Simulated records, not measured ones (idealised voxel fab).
Process module, titled voxel capacitor over wiring
Displayed cross-section: cut, width of 140 nm, square cells sized 5 nm.
Cross-section = grid of square cells, listed top down in bands; band = one or more rows.
The band entry comprises the height of the band's top followed by the height of its bottom, expressed in nm, and subsequently the band's materials from left to right, each stated together with its width in nm. Where a single material is marked with the word "full width", that material fills the band from edge to edge. The word "blank" represents empty space.
Heights are expressed relative to 0, this being the level below which the as-received wafer comprises one material exclusively. The lowest band is unbounded in the downward direction and is denoted as in "from 0 down".
Think of "30->40" as a width that walks from the first number to the second as you go down the band, top row to bottom row, taking equal-sized steps from row to row.
For the purposes of this document, the phrase "everything unchanged" attached to a step denotes that no cell within the cross-section was modified by that step.
Any empty space of 8 cells or more lacking an open way to the top shows up in "Closed voids list" as width x height at distance, distance from the left edge, in nm.
That trailing text on a step's line, after the settings, is the simulator's own remark on the step.
A step line may carry the setting "overlay nm", which, for steps involving a mask, states the distance by which the mask lay to the right of its intended position; negative values denote displacement to the left.
Process steps - plan:
1. RECEIVE,material Si
2. CONFORMAL_DEP,material SiO2,thk nm 10
3. CONFORMAL_DEP,material SiN,thk nm 5
4. DIRECTIONAL_DEP,material lowk,thk nm 20
5. MASKED_ETCH,tone open,mask id METAL_1,width nm 20,pitch nm 85,etch materials lowk,depth nm 20,overlay nm 0
6. MASKED_ETCH,tone open,mask id METAL_1,width nm 20,pitch nm 85,etch materials SiN,depth nm 5,overlay nm 0
7. CONFORMAL_DEP,material TiN,thk nm 5
8. FILL_DEP,material Ru,thk nm 10
9. CMP,height nm 35
10. CONFORMAL_DEP,material SiCN,thk nm 5
11. DIRECTIONAL_DEP,material SiO2,thk nm 10
12. MASKED_ETCH,tone open,mask id PLUG_1,width nm 15,etch materials SiO2,depth nm 10,overlay nm 0
13. MASKED_ETCH,tone open,mask id PLUG_1,width nm 15,etch materials SiCN,depth nm 5,overlay nm 0
14. EPI,material Ru,thk nm 10
15. EPI,material Ru,thk nm 5
16. DIRECTIONAL_DEP,material TiN,thk nm 5
17. DIRECTIONAL_DEP,material SiN,thk nm 5
18. DIRECTIONAL_DEP,material TiN,thk nm 10
19. DIRECTIONAL_DEP,material aC,thk nm 10
20. PATTERN,tone cover,mask id UPPER_PLATE,material resist,width nm 70,thk nm 30,overlay nm 0
21. DIRECTIONAL_ETCH,etch materials aC,depth nm 10
22. STRIP,etch materials resist
23. DIRECTIONAL_ETCH,etch materials TiN,depth nm 10
24. DIRECTIONAL_ETCH,etch materials SiN,depth nm 5
25. STRIP,etch materials aC
26. DIRECTIONAL_DEP,material aC,thk nm 15
27. PATTERN,tone cover,mask id LOWER_PLATE,material resist,width nm 80,thk nm 35,overlay nm 0
28. DIRECTIONAL_ETCH,etch materials aC,depth nm 15
29. STRIP,etch materials resist
30. DIRECTIONAL_ETCH,etch materials TiN,depth nm 5
31. STRIP,etch materials aC
32. FILL_DEP,material SiO2,thk nm 15
33. CMP,height nm 80
34. PATTERN,tone open,mask id PLUG_2,material resist,width nm 15,thk nm 15,overlay nm 0
35. DIRECTIONAL_ETCH,etch materials SiO2,depth nm 10
36. STRIP,etch materials resist
37. CONFORMAL_DEP,material TiN,thk nm 5
38. FILL_DEP,material Cu,thk nm 10
39. CMP,height nm 80
40. CONFORMAL_DEP,material SiN,thk nm 5
The first of two wafers, run as planned:
Step 1 complete: cross-section of the wafer as received:
    from 0 down  Si full width
    Closed voids list: none
Wafer after step 2 (cross-section):
    from 10 to 0  SiO2 full width
    Below 0, the layers are the same as they were.
Wafer after step 3 (cross-section):
    from 15 to 10  SiN full width
    Below 10, the layers are the same as they were.
Wafer after step 4 (cross-section):
    from 35 to 15  lowk full width
    Below 15, the layers are the same as they were.
Wafer after step 5 (cross-section):
    from 35 to 15  lowk=15 / blank=20 / lowk=65 / blank=20 / lowk=20
    Below 15, the layers are the same as they were.
Wafer after step 6 (cross-section):
    from 35 to 15  lowk=15 / blank=20 / lowk=65 / blank=20 / lowk=20
    from 15 to 10  SiN=15 / blank=20 / SiN=65 / blank=20 / SiN=20
    Below 10, the layers are the same as they were.
Wafer after step 7 (cross-section):
    from 40 to 35  TiN=20 / blank=10 / TiN=75 / blank=10 / TiN=25
    from 35 to 15  lowk=15 / TiN=5 / blank=10 / TiN=5 / lowk=65 / TiN=5 / blank=10 / TiN=5 / lowk=20
    from 15 to 10  SiN=15 / TiN=20 / SiN=65 / TiN=20 / SiN=20
    Below 10, the layers are the same as they were.
Wafer after step 8 (cross-section):
    from 50 to 40  Ru full width
    from 40 to 35  TiN=20 / Ru=10 / TiN=75 / Ru=10 / TiN=25
    from 35 to 15  lowk=15 / TiN=5 / Ru=10 / TiN=5 / lowk=65 / TiN=5 / Ru=10 / TiN=5 / lowk=20
    Below 15, the layers are the same as they were.
Wafer after step 9 (cross-section):
    from 35 to 15  lowk=15 / TiN=5 / Ru=10 / TiN=5 / lowk=65 / TiN=5 / Ru=10 / TiN=5 / lowk=20
    Below 15, the layers are the same as they were.
Wafer after step 10 (cross-section):
    from 40 to 35  SiCN full width
    Below 35, the layers are the same as they were.
Wafer after step 11 (cross-section):
    from 50 to 40  SiO2 full width
    Below 40, the layers are the same as they were.
Wafer after step 12 (cross-section):
    from 50 to 40  SiO2=20 / blank=15 / SiO2=105
    Below 40, the layers are the same as they were.
Wafer after step 13 (cross-section):
    from 50 to 40  SiO2=20 / blank=15 / SiO2=105
    from 40 to 35  SiCN=20 / blank=15 / SiCN=105
    Below 35, the layers are the same as they were.
Wafer after step 14 (cross-section):
    from 50 to 45  SiO2=20 / blank=15 / SiO2=105
    from 45 to 40  SiO2=20 / Ru=15 / SiO2=105
    from 40 to 35  SiCN=20 / Ru=15 / SiCN=105
    Below 35, the layers are the same as they were.
Wafer after step 15 (cross-section):
    from 50 to 40  SiO2=20 / Ru=15 / SiO2=105
    Below 40, the layers are the same as they were.
Wafer after step 16 (cross-section):
    from 55 to 50  TiN full width
    Below 50, the layers are the same as they were.
Wafer after step 17 (cross-section):
    from 60 to 55  SiN full width
    Below 55, the layers are the same as they were.
Wafer after step 18 (cross-section):
    from 70 to 60  TiN full width
    Below 60, the layers are the same as they were.
Wafer after step 19 (cross-section):
    from 80 to 70  aC full width
    Below 70, the layers are the same as they were.
Wafer after step 20 (cross-section):
    from 110 to 80  blank=20 / resist=70 / blank=50
    Below 80, the layers are the same as they were.
Wafer after step 21 (cross-section):
    from 100 to 80  blank=20 / resist=70 / blank=50
    from 80 to 70  blank=20 / aC=70 / blank=50
    Below 70, the layers are the same as they were.
Wafer after step 22 (cross-section):
    from 80 to 70  blank=20 / aC=70 / blank=50
    Below 70, the layers are the same as they were.
Wafer after step 23 (cross-section):
    from 80 to 70  blank=20 / aC=70 / blank=50
    from 70 to 60  blank=20 / TiN=70 / blank=50
    Below 60, the layers are the same as they were.
Wafer after step 24 (cross-section):
    from 80 to 70  blank=20 / aC=70 / blank=50
    from 70 to 60  blank=20 / TiN=70 / blank=50
    from 60 to 55  blank=20 / SiN=70 / blank=50
    Below 55, the layers are the same as they were.
Wafer after step 25 (cross-section):
    from 70 to 60  blank=20 / TiN=70 / blank=50
    Below 60, the layers are the same as they were.
Wafer after step 26 (cross-section):
    from 85 to 70  blank=20 / aC=70 / blank=50
    from 70 to 60  aC=20 / TiN=70 / aC=50
    from 60 to 55  aC=20 / SiN=70 / aC=50
    Below 55, the layers are the same as they were.
Wafer after step 27 (cross-section):
    from 120 to 85  blank=15 / resist=80 / blank=45
    from 85 to 70  blank=15 / resist=5 / aC=70 / resist=5 / blank=45
    Below 70, the layers are the same as they were.
Wafer after step 28 (cross-section):
    from 105 to 85  blank=15 / resist=80 / blank=45
    from 85 to 70  blank=15 / resist=5 / aC=70 / resist=5 / blank=45
    from 70 to 60  blank=15 / aC=5 / TiN=70 / aC=5 / blank=45
    from 60 to 55  blank=15 / aC=5 / SiN=70 / aC=5 / blank=45
    Below 55, the layers are the same as they were.
Wafer after step 29 (cross-section):
    from 85 to 70  blank=20 / aC=70 / blank=50
    Below 70, the layers are the same as they were.
Wafer after step 30 (cross-section):
    from 85 to 70  blank=20 / aC=70 / blank=50
    from 70 to 60  blank=15 / aC=5 / TiN=70 / aC=5 / blank=45
    from 60 to 55  blank=15 / aC=5 / SiN=70 / aC=5 / blank=45
    from 55 to 50  blank=15 / TiN=80 / blank=45
    Below 50, the layers are the same as they were.
Wafer after step 31 (cross-section):
    from 70 to 60  blank=20 / TiN=70 / blank=50
    from 60 to 55  blank=20 / SiN=70 / blank=50
    Below 55, the layers are the same as they were.
Wafer after step 32 (cross-section):
    from 85 to 70  SiO2 full width
    from 70 to 60  SiO2=20 / TiN=70 / SiO2=50
    from 60 to 55  SiO2=20 / SiN=70 / SiO2=50
    from 55 to 50  SiO2=15 / TiN=80 / SiO2=45
    Below 50, the layers are the same as they were.
Wafer after step 33 (cross-section):
    from 80 to 70  SiO2 full width
    Below 70, the layers are the same as they were.
Wafer after step 34 (cross-section):
    from 95 to 80  resist=30 / blank=15 / resist=95
    Below 80, the layers are the same as they were.
Wafer after step 35 (cross-section):
    from 95 to 80  resist=30 / blank=15 / resist=95
    from 80 to 70  SiO2=30 / blank=15 / SiO2=95
    Below 70, the layers are the same as they were.
Wafer after step 36 (cross-section):
    from 80 to 70  SiO2=30 / blank=15 / SiO2=95
    Below 70, the layers are the same as they were.
Wafer after step 37 (cross-section):
    from 85 to 80  TiN=35 / blank=5 / TiN=100
    from 80 to 75  SiO2=30 / TiN=5 / blank=5 / TiN=5 / SiO2=95
    from 75 to 70  SiO2=30 / TiN=15 / SiO2=95
    Below 70, the layers are the same as they were.
Wafer after step 38 (cross-section):
    from 95 to 85  Cu full width
    from 85 to 80  TiN=35 / Cu=5 / TiN=100
    from 80 to 75  SiO2=30 / TiN=5 / Cu=5 / TiN=5 / SiO2=95
    Below 75, the layers are the same as they were.
Wafer after step 39 (cross-section):
    from 80 to 75  SiO2=30 / TiN=5 / Cu=5 / TiN=5 / SiO2=95
    Below 75, the layers are the same as they were.
Wafer after step 40 (cross-section):
    from 85 to 80  SiN full width
    Below 80, the layers are the same as they were.
The second wafer began exactly as the first did and followed the same plan, but one mistake was made while running it; through step 1 inclusive, the two wafers are identical:
Cross-section of the second wafer when, according to plan, step 2 should have finished:
    from 5 to 0  SiN full width
    Below 0, the layers are the same as they were.
Cross-section of the second wafer when, according to plan, step 3 should have finished:
    from 15 to 5  SiO2 full width
    Below 5, the layers are the same as they were.
Cross-section of the second wafer when, according to plan, step 4 should have finished:
    from 35 to 15  lowk full width
    Below 15, the layers are the same as they were.
Cross-section of the second wafer when, according to plan, step 5 should have finished:
    from 35 to 15  lowk=15 / blank=20 / lowk=65 / blank=20 / lowk=20
    Below 15, the layers are the same as they were.
Cross-section of the second wafer when, according to plan, step 6 should have finished: everything unchanged
Cross-section of the second wafer when, according to plan, step 7 should have finished:
    from 40 to 35  TiN=20 / blank=10 / TiN=75 / blank=10 / TiN=25
    from 35 to 20  lowk=15 / TiN=5 / blank=10 / TiN=5 / lowk=65 / TiN=5 / blank=10 / TiN=5 / lowk=20
    from 20 to 15  lowk=15 / TiN=20 / lowk=65 / TiN=20 / lowk=20
    Below 15, the layers are the same as they were.
Cross-section of the second wafer when, according to plan, step 8 should have finished:
    from 50 to 40  Ru full width
    from 40 to 35  TiN=20 / Ru=10 / TiN=75 / Ru=10 / TiN=25
    from 35 to 20  lowk=15 / TiN=5 / Ru=10 / TiN=5 / lowk=65 / TiN=5 / Ru=10 / TiN=5 / lowk=20
    Below 20, the layers are the same as they were.
Cross-section of the second wafer when, according to plan, step 9 should have finished:
    from 35 to 20  lowk=15 / TiN=5 / Ru=10 / TiN=5 / lowk=65 / TiN=5 / Ru=10 / TiN=5 / lowk=20
    Below 20, the layers are the same as they were.
Cross-section of the second wafer when, according to plan, step 10 should have finished:
    from 40 to 35  SiCN full width
    Below 35, the layers are the same as they were.
Cross-section of the second wafer when, according to plan, step 11 should have finished:
    from 50 to 40  SiO2 full width
    Below 40, the layers are the same as they were.
Cross-section of the second wafer when, according to plan, step 12 should have finished:
    from 50 to 40  SiO2=20 / blank=15 / SiO2=105
    Below 40, the layers are the same as they were.
Cross-section of the second wafer when, according to plan, step 13 should have finished:
    from 50 to 40  SiO2=20 / blank=15 / SiO2=105
    from 40 to 35  SiCN=20 / blank=15 / SiCN=105
    Below 35, the layers are the same as they were.
Cross-section of the second wafer when, according to plan, step 14 should have finished:
    from 50 to 45  SiO2=20 / blank=15 / SiO2=105
    from 45 to 40  SiO2=20 / Ru=15 / SiO2=105
    from 40 to 35  SiCN=20 / Ru=15 / SiCN=105
    Below 35, the layers are the same as they were.
Cross-section of the second wafer when, according to plan, step 15 should have finished:
    from 50 to 40  SiO2=20 / Ru=15 / SiO2=105
    Below 40, the layers are the same as they were.
Cross-section of the second wafer when, according to plan, step 16 should have finished:
    from 55 to 50  TiN full width
    Below 50, the layers are the same as they were.
Cross-section of the second wafer when, according to plan, step 17 should have finished:
    from 60 to 55  SiN full width
    Below 55, the layers are the same as they were.
Cross-section of the second wafer when, according to plan, step 18 should have finished:
    from 70 to 60  TiN full width
    Below 60, the layers are the same as they were.
Cross-section of the second wafer when, according to plan, step 19 should have finished:
    from 80 to 70  aC full width
    Below 70, the layers are the same as they were.
Cross-section of the second wafer when, according to plan, step 20 should have finished:
    from 110 to 80  blank=20 / resist=70 / blank=50
    Below 80, the layers are the same as they were.
Cross-section of the second wafer when, according to plan, step 21 should have finished:
    from 100 to 80  blank=20 / resist=70 / blank=50
    from 80 to 70  blank=20 / aC=70 / blank=50
    Below 70, the layers are the same as they were.
Cross-section of the second wafer when, according to plan, step 22 should have finished:
    from 80 to 70  blank=20 / aC=70 / blank=50
    Below 70, the layers are the same as they were.
Cross-section of the second wafer when, according to plan, step 23 should have finished:
    from 80 to 70  blank=20 / aC=70 / blank=50
    from 70 to 60  blank=20 / TiN=70 / blank=50
    Below 60, the layers are the same as they were.
Cross-section of the second wafer when, according to plan, step 24 should have finished:
    from 80 to 70  blank=20 / aC=70 / blank=50
    from 70 to 60  blank=20 / TiN=70 / blank=50
    from 60 to 55  blank=20 / SiN=70 / blank=50
    Below 55, the layers are the same as they were.
Cross-section of the second wafer when, according to plan, step 25 should have finished:
    from 70 to 60  blank=20 / TiN=70 / blank=50
    Below 60, the layers are the same as they were.
Cross-section of the second wafer when, according to plan, step 26 should have finished:
    from 85 to 70  blank=20 / aC=70 / blank=50
    from 70 to 60  aC=20 / TiN=70 / aC=50
    from 60 to 55  aC=20 / SiN=70 / aC=50
    Below 55, the layers are the same as they were.
Cross-section of the second wafer when, according to plan, step 27 should have finished:
    from 120 to 85  blank=15 / resist=80 / blank=45
    from 85 to 70  blank=15 / resist=5 / aC=70 / resist=5 / blank=45
    Below 70, the layers are the same as they were.
Cross-section of the second wafer when, according to plan, step 28 should have finished:
    from 105 to 85  blank=15 / resist=80 / blank=45
    from 85 to 70  blank=15 / resist=5 / aC=70 / resist=5 / blank=45
    from 70 to 60  blank=15 / aC=5 / TiN=70 / aC=5 / blank=45
    from 60 to 55  blank=15 / aC=5 / SiN=70 / aC=5 / blank=45
    Below 55, the layers are the same as they were.
Cross-section of the second wafer when, according to plan, step 29 should have finished:
    from 85 to 70  blank=20 / aC=70 / blank=50
    Below 70, the layers are the same as they were.
Cross-section of the second wafer when, according to plan, step 30 should have finished:
    from 85 to 70  blank=20 / aC=70 / blank=50
    from 70 to 60  blank=15 / aC=5 / TiN=70 / aC=5 / blank=45
    from 60 to 55  blank=15 / aC=5 / SiN=70 / aC=5 / blank=45
    from 55 to 50  blank=15 / TiN=80 / blank=45
    Below 50, the layers are the same as they were.
Cross-section of the second wafer when, according to plan, step 31 should have finished:
    from 70 to 60  blank=20 / TiN=70 / blank=50
    from 60 to 55  blank=20 / SiN=70 / blank=50
    Below 55, the layers are the same as they were.
Cross-section of the second wafer when, according to plan, step 32 should have finished:
    from 85 to 70  SiO2 full width
    from 70 to 60  SiO2=20 / TiN=70 / SiO2=50
    from 60 to 55  SiO2=20 / SiN=70 / SiO2=50
    from 55 to 50  SiO2=15 / TiN=80 / SiO2=45
    Below 50, the layers are the same as they were.
Cross-section of the second wafer when, according to plan, step 33 should have finished:
    from 80 to 70  SiO2 full width
    Below 70, the layers are the same as they were.
Cross-section of the second wafer when, according to plan, step 34 should have finished:
    from 95 to 80  resist=30 / blank=15 / resist=95
    Below 80, the layers are the same as they were.
Cross-section of the second wafer when, according to plan, step 35 should have finished:
    from 95 to 80  resist=30 / blank=15 / resist=95
    from 80 to 70  SiO2=30 / blank=15 / SiO2=95
    Below 70, the layers are the same as they were.
Cross-section of the second wafer when, according to plan, step 36 should have finished:
    from 80 to 70  SiO2=30 / blank=15 / SiO2=95
    Below 70, the layers are the same as they were.
Cross-section of the second wafer when, according to plan, step 37 should have finished:
    from 85 to 80  TiN=35 / blank=5 / TiN=100
    from 80 to 75  SiO2=30 / TiN=5 / blank=5 / TiN=5 / SiO2=95
    from 75 to 70  SiO2=30 / TiN=15 / SiO2=95
    Below 70, the layers are the same as they were.
Cross-section of the second wafer when, according to plan, step 38 should have finished:
    from 95 to 85  Cu full width
    from 85 to 80  TiN=35 / Cu=5 / TiN=100
    from 80 to 75  SiO2=30 / TiN=5 / Cu=5 / TiN=5 / SiO2=95
    Below 75, the layers are the same as they were.
Cross-section of the second wafer when, according to plan, step 39 should have finished:
    from 80 to 75  SiO2=30 / TiN=5 / Cu=5 / TiN=5 / SiO2=95
    Below 75, the layers are the same as they were.
Cross-section of the second wafer when, according to plan, step 40 should have finished:
    from 85 to 80  SiN full width
    Below 80, the layers are the same as they were.
It is concluded that the wafer was processed incorrectly with respect to the plan, in that it was found that steps 2 and 3 of the process plan had been performed in exchanged positions
Bottom line after processing is that, in cells, the second wafer is up or down on some materials versus the first: Ru -4 | SiN +8 | TiN -4
